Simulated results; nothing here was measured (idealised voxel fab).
The process module that follows is named voxel trench capacitor.
This is section cut - it's 275 nm across, gridded in 5 nm square cells.
Reading order for cross-sections: top band down to bottom band. Underlying form: a grid of square cells. Band size: one or more rows of cells. Each band's line starts with the height of the band's top and of its bottom, in nm. Then come its materials from left to right, each with its width in nm. One material with "full width" fills the band from edge to edge. "empty" is empty space. Where do heights start? At 0: under that level the wafer as delivered is made of one material only. And the lowest band has no floor; it just carries on downward, as in "z 0 and below". Width "30..40": first value at the band's top row of cells, second value at its bottom row, equal change from row to row. What does "no alteration" mean for a step? It means no cell of the cross-section changed in that step. Reported under the label "Trapped voids" are the empty spaces having no open way to the top and comprising 8 cells or more; the notation for each is width x height at distance, in which the distance is measured from the left edge and all three values are in nm. Text after the settings on a step's line: the simulator's own remark on that step. Regarding "overlay nm": on a step with a mask, it is the distance the mask lay to the right of its planned place; a negative value places it to the left.

# So here's the lineup of process steps we planned
1,RECEIVE [material Si]
2,CONFORMAL_DEP [material SiN] [thk nm 10]
3,DIRECTIONAL_DEP [material aC] [thk nm 10]
4,PATTERN [tone open] [mask id TRENCH] [material resist] [width nm 25] [pitch nm 45] [thk nm 30] [overlay nm 0]
5,DIRECTIONAL_ETCH [etch materials aC] [depth nm 10]
6,STRIP [etch materials resist]
7,DIRECTIONAL_ETCH [etch materials SiN] [depth nm 10]
8,DIRECTIONAL_ETCH [etch materials Si] [depth nm 25]
9,STRIP [etch materials aC]
10,CONFORMAL_DEP [material HfO2] [thk nm 5]
11,CONFORMAL_DEP [material TiN] [thk nm 5]
12,FILL_DEP [material W] [thk nm 10]
13,CMP [height nm 10]

# So this is the incoming wafer in cross-section - it's already been through step 1
* z 0 and below = Si full width
* Trapped voids: none

# Wafer cross-section at module end: first of two, run to plan
* z 10 to 0 = 55 of SiN / 5 of HfO2 / 5 of TiN / 5 of W / 5 of TiN / 5 of HfO2 / 20 of SiN / 5 of HfO2 / 5 of TiN / 5 of W / 5 of TiN / 5 of HfO2 / 20 of SiN / 5 of HfO2 / 5 of TiN / 5 of W / 5 of TiN / 5 of HfO2 / 20 of SiN / 5 of HfO2 / 5 of TiN / 5 of W / 5 of TiN / 5 of HfO2 / 60 of SiN
* z 0 to -15 = 55 of Si / 5 of HfO2 / 5 of TiN / 5 of W / 5 of TiN / 5 of HfO2 / 20 of Si / 5 of HfO2 / 5 of TiN / 5 of W / 5 of TiN / 5 of HfO2 / 20 of Si / 5 of HfO2 / 5 of TiN / 5 of W / 5 of TiN / 5 of HfO2 / 20 of Si / 5 of HfO2 / 5 of TiN / 5 of W / 5 of TiN / 5 of HfO2 / 60 of Si
* z -15 to -20 = 55 of Si / 5 of HfO2 / 15 of TiN / 5 of HfO2 / 20 of Si / 5 of HfO2 / 15 of TiN / 5 of HfO2 / 20 of Si / 5 of HfO2 / 15 of TiN / 5 of HfO2 / 20 of Si / 5 of HfO2 / 15 of TiN / 5 of HfO2 / 60 of Si
* z -20 to -25 = 55 of Si / 25 of HfO2 / 20 of Si / 25 of HfO2 / 20 of Si / 25 of HfO2 / 20 of Si / 25 of HfO2 / 60 of Si
* z -25 and below = Si full width
* Trapped voids: none

# Second wafer through the module, sectioned at the end: same beginning and same plan as the first wafer, with one mistake in carrying it out
* z 30 to 20 = W full width
* z 20 to 15 = 65 of TiN / 5 of W / 40 of TiN / 5 of W / 40 of TiN / 5 of W / 40 of TiN / 5 of W / 70 of TiN
* z 15 to 10 = 60 of HfO2 / 5 of TiN / 5 of W / 5 of TiN / 30 of HfO2 / 5 of TiN / 5 of W / 5 of TiN / 30 of HfO2 / 5 of TiN / 5 of W / 5 of TiN / 30 of HfO2 / 5 of TiN / 5 of W / 5 of TiN / 65 of HfO2
* z 10 to 0 = 55 of SiN / 5 of HfO2 / 5 of TiN / 5 of W / 5 of TiN / 5 of HfO2 / 20 of SiN / 5 of HfO2 / 5 of TiN / 5 of W / 5 of TiN / 5 of HfO2 / 20 of SiN / 5 of HfO2 / 5 of TiN / 5 of W / 5 of TiN / 5 of HfO2 / 20 of SiN / 5 of HfO2 / 5 of TiN / 5 of W / 5 of TiN / 5 of HfO2 / 60 of SiN
* z 0 to -15 = 55 of Si / 5 of HfO2 / 5 of TiN / 5 of W / 5 of TiN / 5 of HfO2 / 20 of Si / 5 of HfO2 / 5 of TiN / 5 of W / 5 of TiN / 5 of HfO2 / 20 of Si / 5 of HfO2 / 5 of TiN / 5 of W / 5 of TiN / 5 of HfO2 / 20 of Si / 5 of HfO2 / 5 of TiN / 5 of W / 5 of TiN / 5 of HfO2 / 60 of Si
* z -15 to -20 = 55 of Si / 5 of HfO2 / 15 of TiN / 5 of HfO2 / 20 of Si / 5 of HfO2 / 15 of TiN / 5 of HfO2 / 20 of Si / 5 of HfO2 / 15 of TiN / 5 of HfO2 / 20 of Si / 5 of HfO2 / 15 of TiN / 5 of HfO2 / 60 of Si
* z -20 to -25 = 55 of Si / 25 of HfO2 / 20 of Si / 25 of HfO2 / 20 of Si / 25 of HfO2 / 20 of Si / 25 of HfO2 / 60 of Si
* z -25 and below = Si full width
* Trapped voids: none
Run error: step 13 of the plan did not run at all; it was left out
Final tally in cells, some materials are higher or lower on the second wafer than on the first: +43 HfO2; +59 TiN; +118 W
